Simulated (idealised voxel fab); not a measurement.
process module | voxel wiring stack
cross-section cut | 270 nm wide | cells 5 nm
A cross-section is a grid of square cells, given in bands from the top down. A band is one or more rows of cells.
Each band's line starts with the height of the band's top and of its bottom, in nm. Then come its materials from left to right, each with its width in nm. One material with "throughout" fills the band from edge to edge. "air" is empty space.
Height 0 is the level under which the wafer as received is all one material. The lowest band goes on downwards, as in "0 down".
A width such as "30 to 40" changes by the same amount from each row of cells to the next, from the band's top row to its bottom row.
"no change" after a step means that no cell of the cross-section changed.
closed voids: empty space of 8 cells or more with no open way to the top, each as width x height at its distance from the left edge, in nm
after a step's settings: what the simulator itself notes on the step
overlay nm, on a step with a mask: how far to the right of its planned place the mask lay; to the left if negative
Each pair below shows a cross-section before one step and the cross-section after it, down to the lowest band that changed. The line under each pair gives the step between them, with its settings. The pairs can come from different runs of this module on the same starting wafer, so a pair continues from the pair above only where its "before" says so.
before
  95 to 90: SiCN throughout
  90 to 70: lowk 95 | Ru 30 | lowk 20 | Ru 30 | lowk 95
  70 to 65: lowk 95 | TiN 30 | lowk 20 | TiN 30 | lowk 95
  65 to 50: SiO2 95 | TiN 5 | W 10 | TiN 5 | SiO2 30 | TiN 5 | W 10 | TiN 5 | SiO2 105
  50 to 45: SiCN 95 | TiN 20 | SiCN 30 | TiN 20 | SiCN 105
  45 to 20: lowk 95 | TiN 5 | Cu 20 | TiN 5 | lowk 20 | TiN 5 | Cu 20 | TiN 5 | lowk 95
  20 to 15: SiN 95 | TiN 30 | SiN 20 | TiN 30 | SiN 95
  15 to 0: SiO2 throughout
  0 down: Si throughout
  closed voids: none
after
  110 to 95: SiO2 throughout
  below 95: unchanged
  closed voids: none
the step between: op DIRECTIONAL_DEP | material SiO2 | thk nm 15
before: the cross-section after the pair above
after
  125 to 110: aC throughout
  below 110: unchanged
  closed voids: none
the step between: op DIRECTIONAL_DEP | material aC | thk nm 15
before: the cross-section after the pair above
after
  155 to 125: resist 95 | air 15 | resist 160
  below 125: unchanged
  closed voids: none
the step between: op PATTERN | tone open | mask id PLUG_2 | material resist | width nm 15 | thk nm 30 | overlay nm 0
before: the cross-section after the pair above
after
  140 to 125: resist 95 | air 15 | resist 160
  125 to 110: aC 95 | air 15 | aC 160
  below 110: unchanged
  closed voids: none
the step between: op DIRECTIONAL_ETCH | etch materials aC | depth nm 15
before: the cross-section after the pair above
after
  125 to 110: aC 95 | air 15 | aC 160
  below 110: unchanged
  closed voids: none
the step between: op STRIP | etch materials resist
before: the cross-section after the pair above
after
  125 to 110: aC 95 | air 15 | aC 160
  110 to 95: SiO2 95 | air 15 | SiO2 160
  below 95: unchanged
  closed voids: none
the step between: op DIRECTIONAL_ETCH | etch materials SiO2 | depth nm 15
before: the cross-section after the pair above
after
  125 to 110: aC 95 | air 15 | aC 160
  110 to 95: SiO2 95 | air 15 | SiO2 160
  95 to 90: SiCN 95 | air 15 | SiCN 160
  below 90: unchanged
  closed voids: none
the step between: op DIRECTIONAL_ETCH | etch materials SiCN | depth nm 5
before: the cross-section after the pair above
after
  110 to 95: SiO2 95 | air 15 | SiO2 160
  below 95: unchanged
  closed voids: none
the step between: op STRIP | etch materials aC
before: the cross-section after the pair above
after
  115 to 110: TiN 100 | air 5 | TiN 165
  110 to 95: SiO2 95 | TiN 5 | air 5 | TiN 5 | SiO2 160
  95 to 90: SiCN 95 | TiN 15 | SiCN 160
  below 90: unchanged
  closed voids: none
the step between: op CONFORMAL_DEP | material TiN | thk nm 5
before: the cross-section after the pair above
after
  120 to 115: W throughout
  115 to 110: TiN 100 | W 5 | TiN 165
  110 to 95: SiO2 95 | TiN 5 | W 5 | TiN 5 | SiO2 160
  below 95: unchanged
  closed voids: none
the step between: op FILL_DEP | material W | thk nm 5
before: the cross-section after the pair above
after
  110 to 95: SiO2 95 | TiN 5 | W 5 | TiN 5 | SiO2 160
  below 95: unchanged
  closed voids: none
the step between: op CMP | height nm 110
before: the cross-section after the pair above
after
  115 to 110: TiN throughout
  below 110: unchanged
  closed voids: none
the step between: op DIRECTIONAL_DEP | material TiN | thk nm 5
before: the cross-section after the pair above
after
  130 to 115: Ru throughout
  below 115: unchanged
  closed voids: none
the step between: op DIRECTIONAL_DEP | material Ru | thk nm 15
before: the cross-section after the pair above
after
  145 to 130: air 95 | resist 30 | air 20 | resist 30 | air 95
  below 130: unchanged
  closed voids: none
the step between: op PATTERN | tone cover | mask id METAL_3 | material resist | width nm 30 | pitch nm 50 | thk nm 15 | overlay nm 0
before: the cross-section after the pair above
after
  145 to 130: air 95 | resist 30 | air 20 | resist 30 | air 95
  130 to 115: air 95 | Ru 30 | air 20 | Ru 30 | air 95
  below 115: unchanged
  closed voids: none
the step between: op DIRECTIONAL_ETCH | etch materials Ru | depth nm 15
before: the cross-section after the pair above
after
  145 to 130: air 95 | resist 30 | air 20 | resist 30 | air 95
  130 to 115: air 95 | Ru 30 | air 20 | Ru 30 | air 95
  115 to 110: air 95 | TiN 30 | air 20 | TiN 30 | air 95
  below 110: unchanged
  closed voids: none
the step between: op DIRECTIONAL_ETCH | etch materials TiN | depth nm 5
before: the cross-section after the pair above
after
  130 to 115: air 95 | Ru 30 | air 20 | Ru 30 | air 95
  below 115: unchanged
  closed voids: none
the step between: op STRIP | etch materials resist
before: the cross-section after the pair above
after
  135 to 130: air 90 | SiCN 40 | air 10 | SiCN 40 | air 90
  130 to 115: air 90 | SiCN 5 | Ru 30 | SiCN 5 | air 10 | SiCN 5 | Ru 30 | SiCN 5 | air 90
  115 to 110: SiCN 95 | TiN 30 | SiCN 20 | TiN 30 | SiCN 95
  below 110: unchanged
  closed voids: none
the step between: op CONFORMAL_DEP | material SiCN | thk nm 5
before: the cross-section after the pair above
after
  145 to 135: lowk throughout
  135 to 130: lowk 90 | SiCN 40 | lowk 10 | SiCN 40 | lowk 90
  130 to 115: lowk 90 | SiCN 5 | Ru 30 | SiCN 5 | lowk 10 | SiCN 5 | Ru 30 | SiCN 5 | lowk 90
  below 115: unchanged
  closed voids: none
the step between: op FILL_DEP | material lowk | thk nm 10
before: the cross-section after the pair above
after
  130 to 115: lowk 90 | SiCN 5 | Ru 30 | SiCN 5 | lowk 10 | SiCN 5 | Ru 30 | SiCN 5 | lowk 90
  below 115: unchanged
  closed voids: none
the step between: op CMP | height nm 130
before: the cross-section after the pair above
after
  135 to 130: SiCN throughout
  below 130: unchanged
  closed voids: none
the step between: op CONFORMAL_DEP | material SiCN | thk nm 5
before
  90 to 70: Ru throughout
  70 to 65: TiN throughout
  65 to 50: SiO2 95 | TiN 5 | W 5 | TiN 5 | SiO2 35 | TiN 5 | W 5 | TiN 5 | SiO2 110
  50 to 45: SiCN 95 | TiN 15 | SiCN 35 | TiN 15 | SiCN 110
  45 to 20: lowk 95 | TiN 5 | Cu 20 | TiN 5 | lowk 20 | TiN 5 | Cu 20 | TiN 5 | lowk 95
  20 to 15: SiN 95 | TiN 30 | SiN 20 | TiN 30 | SiN 95
  15 to 0: SiO2 throughout
  0 down: Si throughout
  closed voids: none
after
  90 to 70: air 90 | Ru 30 | air 20 | Ru 30 | air 100
  below 70: unchanged
  closed voids: none
the step between: op MASKED_ETCH | tone cover | mask id METAL_2 | width nm 30 | pitch nm 50 | etch materials Ru | depth nm 20 | overlay nm -5
before: the cross-section after the pair above
after
  90 to 70: air 90 | Ru 30 | air 20 | Ru 30 | air 100
  70 to 65: air 90 | TiN 35 | air 15 | TiN 35 | air 95
  below 65: unchanged
  closed voids: none
the step between: op MASKED_ETCH | tone cover | mask id METAL_2 | width nm 30 | pitch nm 50 | etch materials TiN | depth nm 5 | overlay nm 0
before: the cross-section after the pair above
after
  100 to 90: lowk throughout
  90 to 70: lowk 90 | Ru 30 | lowk 20 | Ru 30 | lowk 100
  70 to 65: lowk 90 | TiN 35 | lowk 15 | TiN 35 | lowk 95
  below 65: unchanged
  closed voids: none
the step between: op FILL_DEP | material lowk | thk nm 10
before: the cross-section after the pair above
after
  90 to 70: lowk 90 | Ru 30 | lowk 20 | Ru 30 | lowk 100
  below 70: unchanged
  closed voids: none
the step between: op CMP | height nm 90
before: the cross-section after the pair above
after
  95 to 90: SiCN throughout
  below 90: unchanged
  closed voids: none
the step between: op CONFORMAL_DEP | material SiCN | thk nm 5
before: the cross-section after the pair above
after
  110 to 95: SiO2 throughout
  below 95: unchanged
  closed voids: none
the step between: op DIRECTIONAL_DEP | material SiO2 | thk nm 15
before: the cross-section after the pair above
after
  125 to 110: aC throughout
  below 110: unchanged
  closed voids: none
the step between: op DIRECTIONAL_DEP | material aC | thk nm 15
before: the cross-section after the pair above
after
  155 to 125: resist 95 | air 15 | resist 160
  below 125: unchanged
  closed voids: none
the step between: op PATTERN | tone open | mask id PLUG_2 | material resist | width nm 15 | thk nm 30 | overlay nm 0
before: the cross-section after the pair above
after
  140 to 125: resist 95 | air 15 | resist 160
  125 to 110: aC 95 | air 15 | aC 160
  below 110: unchanged
  closed voids: none
the step between: op DIRECTIONAL_ETCH | etch materials aC | depth nm 15
before: the cross-section after the pair above
after
  125 to 110: aC 95 | air 15 | aC 160
  below 110: unchanged
  closed voids: none
the step between: op STRIP | etch materials resist
before: the cross-section after the pair above
after
  125 to 110: aC 95 | air 15 | aC 160
  110 to 95: SiO2 95 | air 15 | SiO2 160
  below 95: unchanged
  closed voids: none
the step between: op DIRECTIONAL_ETCH | etch materials SiO2 | depth nm 15
before: the cross-section after the pair above
after
  125 to 110: aC 95 | air 15 | aC 160
  110 to 95: SiO2 95 | air 15 | SiO2 160
  95 to 90: SiCN 95 | air 15 | SiCN 160
  below 90: unchanged
  closed voids: none
the step between: op DIRECTIONAL_ETCH | etch materials SiCN | depth nm 5
before: the cross-section after the pair above
after
  110 to 95: SiO2 95 | air 15 | SiO2 160
  below 95: unchanged
  closed voids: none
the step between: op STRIP | etch materials aC
before: the cross-section after the pair above
after
  115 to 110: TiN 100 | air 5 | TiN 165
  110 to 95: SiO2 95 | TiN 5 | air 5 | TiN 5 | SiO2 160
  95 to 90: SiCN 95 | TiN 15 | SiCN 160
  below 90: unchanged
  closed voids: none
the step between: op CONFORMAL_DEP | material TiN | thk nm 5
before: the cross-section after the pair above
after
  120 to 115: W throughout
  115 to 110: TiN 100 | W 5 | TiN 165
  110 to 95: SiO2 95 | TiN 5 | W 5 | TiN 5 | SiO2 160
  below 95: unchanged
  closed voids: none
the step between: op FILL_DEP | material W | thk nm 5
before: the cross-section after the pair above
after
  110 to 95: SiO2 95 | TiN 5 | W 5 | TiN 5 | SiO2 160
  below 95: unchanged
  closed voids: none
the step between: op CMP | height nm 110
before: the cross-section after the pair above
after
  115 to 110: TiN throughout
  below 110: unchanged
  closed voids: none
the step between: op DIRECTIONAL_DEP | material TiN | thk nm 5
before: the cross-section after the pair above
after
  130 to 115: Ru throughout
  below 115: unchanged
  closed voids: none
the step between: op DIRECTIONAL_DEP | material Ru | thk nm 15
before: the cross-section after the pair above
after
  145 to 130: air 95 | resist 30 | air 20 | resist 30 | air 95
  below 130: unchanged
  closed voids: none
the step between: op PATTERN | tone cover | mask id METAL_3 | material resist | width nm 30 | pitch nm 50 | thk nm 15 | overlay nm 0
before: the cross-section after the pair above
after
  145 to 130: air 95 | resist 30 | air 20 | resist 30 | air 95
  130 to 115: air 95 | Ru 30 | air 20 | Ru 30 | air 95
  below 115: unchanged
  closed voids: none
the step between: op DIRECTIONAL_ETCH | etch materials Ru | depth nm 15
before: the cross-section after the pair above
after
  145 to 130: air 95 | resist 30 | air 20 | resist 30 | air 95
  130 to 115: air 95 | Ru 30 | air 20 | Ru 30 | air 95
  115 to 110: air 95 | TiN 30 | air 20 | TiN 30 | air 95
  below 110: unchanged
  closed voids: none
the step between: op DIRECTIONAL_ETCH | etch materials TiN | depth nm 5
before: the cross-section after the pair above
after
  130 to 115: air 95 | Ru 30 | air 20 | Ru 30 | air 95
  below 115: unchanged
  closed voids: none
the step between: op STRIP | etch materials resist
before: the cross-section after the pair above
after
  135 to 130: air 90 | SiCN 40 | air 10 | SiCN 40 | air 90
  130 to 115: air 90 | SiCN 5 | Ru 30 | SiCN 5 | air 10 | SiCN 5 | Ru 30 | SiCN 5 | air 90
  115 to 110: SiCN 95 | TiN 30 | SiCN 20 | TiN 30 | SiCN 95
  below 110: unchanged
  closed voids: none
the step between: op CONFORMAL_DEP | material SiCN | thk nm 5
before: the cross-section after the pair above
after
  145 to 135: lowk throughout
  135 to 130: lowk 90 | SiCN 40 | lowk 10 | SiCN 40 | lowk 90
  130 to 115: lowk 90 | SiCN 5 | Ru 30 | SiCN 5 | lowk 10 | SiCN 5 | Ru 30 | SiCN 5 | lowk 90
  below 115: unchanged
  closed voids: none
the step between: op FILL_DEP | material lowk | thk nm 10
before: the cross-section after the pair above
after
  130 to 115: lowk 90 | SiCN 5 | Ru 30 | SiCN 5 | lowk 10 | SiCN 5 | Ru 30 | SiCN 5 | lowk 90
  below 115: unchanged
  closed voids: none
the step between: op CMP | height nm 130
before: the cross-section after the pair above
after
  135 to 130: SiCN throughout
  below 130: unchanged
  closed voids: none
the step between: op CONFORMAL_DEP | material SiCN | thk nm 5
before
  50 to 45: TiN 100 | air 20 | TiN 30 | air 20 | TiN 100
  45 to 20: lowk 95 | TiN 5 | air 20 | TiN 5 | lowk 20 | TiN 5 | air 20 | TiN 5 | lowk 95
  20 to 15: SiN 95 | TiN 30 | SiN 20 | TiN 30 | SiN 95
  15 to 0: SiO2 throughout
  0 down: Si throughout
  closed voids: none
after
  60 to 50: SiCN throughout
  50 to 45: TiN 100 | SiCN 20 | TiN 30 | SiCN 20 | TiN 100
  45 to 20: lowk 95 | TiN 5 | SiCN 20 | TiN 5 | lowk 20 | TiN 5 | SiCN 20 | TiN 5 | lowk 95
  below 20: unchanged
  closed voids: none
the step between: op FILL_DEP | material SiCN | thk nm 10
before: the cross-section after the pair above
after
  45 to 20: lowk 95 | TiN 5 | SiCN 20 | TiN 5 | lowk 20 | TiN 5 | SiCN 20 | TiN 5 | lowk 95
  below 20: unchanged
  closed voids: none
the step between: op CMP | height nm 45
before: the cross-section after the pair above
after
  50 to 45: SiCN throughout
  below 45: unchanged
  closed voids: none
the step between: op CONFORMAL_DEP | material SiCN | thk nm 5
before: the cross-section after the pair above
after
  65 to 50: SiO2 throughout
  below 50: unchanged
  closed voids: none
the step between: op DIRECTIONAL_DEP | material SiO2 | thk nm 15
before: the cross-section after the pair above
after
  80 to 65: aC throughout
  below 65: unchanged
  closed voids: none
the step between: op DIRECTIONAL_DEP | material aC | thk nm 15
before: the cross-section after the pair above
after
  110 to 80: resist 95 | air 15 | resist 35 | air 15 | resist 110
  below 80: unchanged
  closed voids: none
the step between: op PATTERN | tone open | mask id PLUG_1 | material resist | width nm 15 | pitch nm 50 | thk nm 30 | overlay nm 0
before: the cross-section after the pair above
after
  95 to 80: resist 95 | air 15 | resist 35 | air 15 | resist 110
  80 to 65: aC 95 | air 15 | aC 35 | air 15 | aC 110
  below 65: unchanged
  closed voids: none
the step between: op DIRECTIONAL_ETCH | etch materials aC | depth nm 15
before: the cross-section after the pair above
after
  80 to 65: aC 95 | air 15 | aC 35 | air 15 | aC 110
  below 65: unchanged
  closed voids: none
the step between: op STRIP | etch materials resist
before: the cross-section after the pair above
after
  80 to 65: aC 95 | air 15 | aC 35 | air 15 | aC 110
  65 to 50: SiO2 95 | air 15 | SiO2 35 | air 15 | SiO2 110
  below 50: unchanged
  closed voids: none
the step between: op DIRECTIONAL_ETCH | etch materials SiO2 | depth nm 15
before: the cross-section after the pair above
after
  80 to 65: aC 95 | air 15 | aC 35 | air 15 | aC 110
  65 to 50: SiO2 95 | air 15 | SiO2 35 | air 15 | SiO2 110
  50 to 45: SiCN 95 | air 15 | SiCN 35 | air 15 | SiCN 110
  below 45: unchanged
  closed voids: none
the step between: op DIRECTIONAL_ETCH | etch materials SiCN | depth nm 5
before: the cross-section after the pair above
after
  65 to 50: SiO2 95 | air 15 | SiO2 35 | air 15 | SiO2 110
  below 50: unchanged
  closed voids: none
the step between: op STRIP | etch materials aC
before: the cross-section after the pair above
after
  70 to 65: TiN 100 | air 5 | TiN 45 | air 5 | TiN 115
  65 to 50: SiO2 95 | TiN 5 | air 5 | TiN 5 | SiO2 35 | TiN 5 | air 5 | TiN 5 | SiO2 110
  50 to 45: SiCN 95 | TiN 15 | SiCN 35 | TiN 15 | SiCN 110
  below 45: unchanged
  closed voids: none
the step between: op CONFORMAL_DEP | material TiN | thk nm 5
before: the cross-section after the pair above
after
  75 to 70: W throughout
  70 to 65: TiN 100 | W 5 | TiN 45 | W 5 | TiN 115
  65 to 50: SiO2 95 | TiN 5 | W 5 | TiN 5 | SiO2 35 | TiN 5 | W 5 | TiN 5 | SiO2 110
  below 50: unchanged
  closed voids: none
the step between: op FILL_DEP | material W | thk nm 5
before: the cross-section after the pair above
after
  65 to 50: SiO2 95 | TiN 5 | W 5 | TiN 5 | SiO2 35 | TiN 5 | W 5 | TiN 5 | SiO2 110
  below 50: unchanged
  closed voids: none
the step between: op CMP | height nm 65
before: the cross-section after the pair above
after
  70 to 65: TiN throughout
  below 65: unchanged
  closed voids: none
the step between: op DIRECTIONAL_DEP | material TiN | thk nm 5
before: the cross-section after the pair above
after
  90 to 70: Ru throughout
  below 70: unchanged
  closed voids: none
the step between: op DIRECTIONAL_DEP | material Ru | thk nm 20
before: the cross-section after the pair above
after
  90 to 70: air 95 | Ru 30 | air 20 | Ru 30 | air 95
  below 70: unchanged
  closed voids: none
the step between: op MASKED_ETCH | tone cover | mask id METAL_2 | width nm 30 | pitch nm 50 | etch materials Ru | depth nm 20 | overlay nm 0
before: the cross-section after the pair above
after
  90 to 70: air 95 | Ru 30 | air 20 | Ru 30 | air 95
  70 to 65: air 95 | TiN 30 | air 20 | TiN 30 | air 95
  below 65: unchanged
  closed voids: none
the step between: op MASKED_ETCH | tone cover | mask id METAL_2 | width nm 30 | pitch nm 50 | etch materials TiN | depth nm 5 | overlay nm 0
before: the cross-section after the pair above
after
  100 to 90: lowk throughout
  90 to 70: lowk 95 | Ru 30 | lowk 20 | Ru 30 | lowk 95
  70 to 65: lowk 95 | TiN 30 | lowk 20 | TiN 30 | lowk 95
  below 65: unchanged
  closed voids: none
the step between: op FILL_DEP | material lowk | thk nm 10
before: the cross-section after the pair above
after
  90 to 70: lowk 95 | Ru 30 | lowk 20 | Ru 30 | lowk 95
  below 70: unchanged
  closed voids: none
the step between: op CMP | height nm 90
before: the cross-section after the pair above
after
  95 to 90: SiCN throughout
  below 90: unchanged
  closed voids: none
the step between: op CONFORMAL_DEP | material SiCN | thk nm 5
before: the cross-section after the pair above
after
  110 to 95: SiO2 throughout
  below 95: unchanged
  closed voids: none
the step between: op DIRECTIONAL_DEP | material SiO2 | thk nm 15
before: the cross-section after the pair above
after
  125 to 110: aC throughout
  below 110: unchanged
  closed voids: none
the step between: op DIRECTIONAL_DEP | material aC | thk nm 15
before: the cross-section after the pair above
after
  155 to 125: resist 95 | air 15 | resist 160
  below 125: unchanged
  closed voids: none
the step between: op PATTERN | tone open | mask id PLUG_2 | material resist | width nm 15 | thk nm 30 | overlay nm 0
before: the cross-section after the pair above
after
  140 to 125: resist 95 | air 15 | resist 160
  125 to 110: aC 95 | air 15 | aC 160
  below 110: unchanged
  closed voids: none
the step between: op DIRECTIONAL_ETCH | etch materials aC | depth nm 15
before: the cross-section after the pair above
after
  125 to 110: aC 95 | air 15 | aC 160
  below 110: unchanged
  closed voids: none
the step between: op STRIP | etch materials resist
before: the cross-section after the pair above
after
  125 to 110: aC 95 | air 15 | aC 160
  110 to 95: SiO2 95 | air 15 | SiO2 160
  below 95: unchanged
  closed voids: none
the step between: op DIRECTIONAL_ETCH | etch materials SiO2 | depth nm 15
before: the cross-section after the pair above
after
  125 to 110: aC 95 | air 15 | aC 160
  110 to 95: SiO2 95 | air 15 | SiO2 160
  95 to 90: SiCN 95 | air 15 | SiCN 160
  below 90: unchanged
  closed voids: none
the step between: op DIRECTIONAL_ETCH | etch materials SiCN | depth nm 5
before: the cross-section after the pair above
after
  110 to 95: SiO2 95 | air 15 | SiO2 160
  below 95: unchanged
  closed voids: none
the step between: op STRIP | etch materials aC
before: the cross-section after the pair above
after
  115 to 110: TiN 100 | air 5 | TiN 165
  110 to 95: SiO2 95 | TiN 5 | air 5 | TiN 5 | SiO2 160
  95 to 90: SiCN 95 | TiN 15 | SiCN 160
  below 90: unchanged
  closed voids: none
the step between: op CONFORMAL_DEP | material TiN | thk nm 5
before: the cross-section after the pair above
after
  120 to 115: W throughout
  115 to 110: TiN 100 | W 5 | TiN 165
  110 to 95: SiO2 95 | TiN 5 | W 5 | TiN 5 | SiO2 160
  below 95: unchanged
  closed voids: none
the step between: op FILL_DEP | material W | thk nm 5
before: the cross-section after the pair above
after
  110 to 95: SiO2 95 | TiN 5 | W 5 | TiN 5 | SiO2 160
  below 95: unchanged
  closed voids: none
the step between: op CMP | height nm 110
before: the cross-section after the pair above
after
  115 to 110: TiN throughout
  below 110: unchanged
  closed voids: none
the step between: op DIRECTIONAL_DEP | material TiN | thk nm 5
before: the cross-section after the pair above
after
  130 to 115: Ru throughout
  below 115: unchanged
  closed voids: none
the step between: op DIRECTIONAL_DEP | material Ru | thk nm 15
before: the cross-section after the pair above
after
  145 to 130: air 95 | resist 30 | air 20 | resist 30 | air 95
  below 130: unchanged
  closed voids: none
the step between: op PATTERN | tone cover | mask id METAL_3 | material resist | width nm 30 | pitch nm 50 | thk nm 15 | overlay nm 0
before: the cross-section after the pair above
after
  145 to 130: air 95 | resist 30 | air 20 | resist 30 | air 95
  130 to 115: air 95 | Ru 30 | air 20 | Ru 30 | air 95
  below 115: unchanged
  closed voids: none
the step between: op DIRECTIONAL_ETCH | etch materials Ru | depth nm 15
before: the cross-section after the pair above
after
  145 to 130: air 95 | resist 30 | air 20 | resist 30 | air 95
  130 to 115: air 95 | Ru 30 | air 20 | Ru 30 | air 95
  115 to 110: air 95 | TiN 30 | air 20 | TiN 30 | air 95
  below 110: unchanged
  closed voids: none
the step between: op DIRECTIONAL_ETCH | etch materials TiN | depth nm 5
before: the cross-section after the pair above
after
  130 to 115: air 95 | Ru 30 | air 20 | Ru 30 | air 95
  below 115: unchanged
  closed voids: none
the step between: op STRIP | etch materials resist
before: the cross-section after the pair above
after
  135 to 130: air 90 | SiCN 40 | air 10 | SiCN 40 | air 90
  130 to 115: air 90 | SiCN 5 | Ru 30 | SiCN 5 | air 10 | SiCN 5 | Ru 30 | SiCN 5 | air 90
  115 to 110: SiCN 95 | TiN 30 | SiCN 20 | TiN 30 | SiCN 95
  below 110: unchanged
  closed voids: none
the step between: op CONFORMAL_DEP | material SiCN | thk nm 5
before: the cross-section after the pair above
after
  145 to 135: lowk throughout
  135 to 130: lowk 90 | SiCN 40 | lowk 10 | SiCN 40 | lowk 90
  130 to 115: lowk 90 | SiCN 5 | Ru 30 | SiCN 5 | lowk 10 | SiCN 5 | Ru 30 | SiCN 5 | lowk 90
  below 115: unchanged
  closed voids: none
the step between: op FILL_DEP | material lowk | thk nm 10
before: the cross-section after the pair above
after
  130 to 115: lowk 90 | SiCN 5 | Ru 30 | SiCN 5 | lowk 10 | SiCN 5 | Ru 30 | SiCN 5 | lowk 90
  below 115: unchanged
  closed voids: none
the step between: op CMP | height nm 130
before: the cross-section after the pair above
after
  135 to 130: SiCN throughout
  below 130: unchanged
  closed voids: none
the step between: op CONFORMAL_DEP | material SiCN | thk nm 5
before
  130 to 115: Ru throughout
  115 to 110: TiN throughout
  110 to 95: SiO2 95 | TiN 5 | W 5 | TiN 5 | SiO2 160
  95 to 90: SiCN 95 | TiN 15 | SiCN 160
  90 to 70: lowk 95 | Ru 30 | lowk 20 | Ru 30 | lowk 95
  70 to 65: lowk 95 | TiN 30 | lowk 20 | TiN 30 | lowk 95
  65 to 50: SiO2 95 | TiN 5 | W 5 | TiN 5 | SiO2 35 | TiN 5 | W 5 | TiN 5 | SiO2 110
  50 to 45: SiCN 95 | TiN 15 | SiCN 35 | TiN 15 | SiCN 110
  45 to 20: lowk 95 | TiN 5 | Cu 20 | TiN 5 | lowk 20 | TiN 5 | Cu 20 | TiN 5 | lowk 95
  20 to 15: SiN 95 | TiN 30 | SiN 20 | TiN 30 | SiN 95
  15 to 0: SiO2 throughout
  0 down: Si throughout
  closed voids: none
after
  145 to 130: resist 95 | air 30 | resist 20 | air 30 | resist 95
  below 130: unchanged
  closed voids: none
the step between: op PATTERN | tone open | mask id METAL_3 | material resist | width nm 30 | pitch nm 50 | thk nm 15 | overlay nm 0
before: the cross-section after the pair above
after
  145 to 130: resist 95 | air 30 | resist 20 | air 30 | resist 95
  130 to 115: Ru 95 | air 30 | Ru 20 | air 30 | Ru 95
  below 115: unchanged
  closed voids: none
the step between: op DIRECTIONAL_ETCH | etch materials Ru | depth nm 15
before: the cross-section after the pair above
after
  145 to 130: resist 95 | air 30 | resist 20 | air 30 | resist 95
  130 to 115: Ru 95 | air 30 | Ru 20 | air 30 | Ru 95
  115 to 110: TiN 95 | air 30 | TiN 20 | air 30 | TiN 95
  below 110: unchanged
  closed voids: none
the step between: op DIRECTIONAL_ETCH | etch materials TiN | depth nm 5
before: the cross-section after the pair above
after
  130 to 115: Ru 95 | air 30 | Ru 20 | air 30 | Ru 95
  below 115: unchanged
  closed voids: none
the step between: op STRIP | etch materials resist
before: the cross-section after the pair above
after
  135 to 130: SiCN 100 | air 20 | SiCN 30 | air 20 | SiCN 100
  130 to 115: Ru 95 | SiCN 5 | air 20 | SiCN 5 | Ru 20 | SiCN 5 | air 20 | SiCN 5 | Ru 95
  115 to 110: TiN 95 | SiCN 30 | TiN 20 | SiCN 30 | TiN 95
  below 110: unchanged
  closed voids: none
the step between: op CONFORMAL_DEP | material SiCN | thk nm 5
before: the cross-section after the pair above
after
  145 to 135: lowk throughout
  135 to 130: SiCN 100 | lowk 20 | SiCN 30 | lowk 20 | SiCN 100
  130 to 115: Ru 95 | SiCN 5 | lowk 20 | SiCN 5 | Ru 20 | SiCN 5 | lowk 20 | SiCN 5 | Ru 95
  below 115: unchanged
  closed voids: none
the step between: op FILL_DEP | material lowk | thk nm 10
before: the cross-section after the pair above
after
  130 to 115: Ru 95 | SiCN 5 | lowk 20 | SiCN 5 | Ru 20 | SiCN 5 | lowk 20 | SiCN 5 | Ru 95
  below 115: unchanged
  closed voids: none
the step between: op CMP | height nm 130
before: the cross-section after the pair above
after
  135 to 130: SiCN throughout
  below 130: unchanged
  closed voids: none
the step between: op CONFORMAL_DEP | material SiCN | thk nm 5
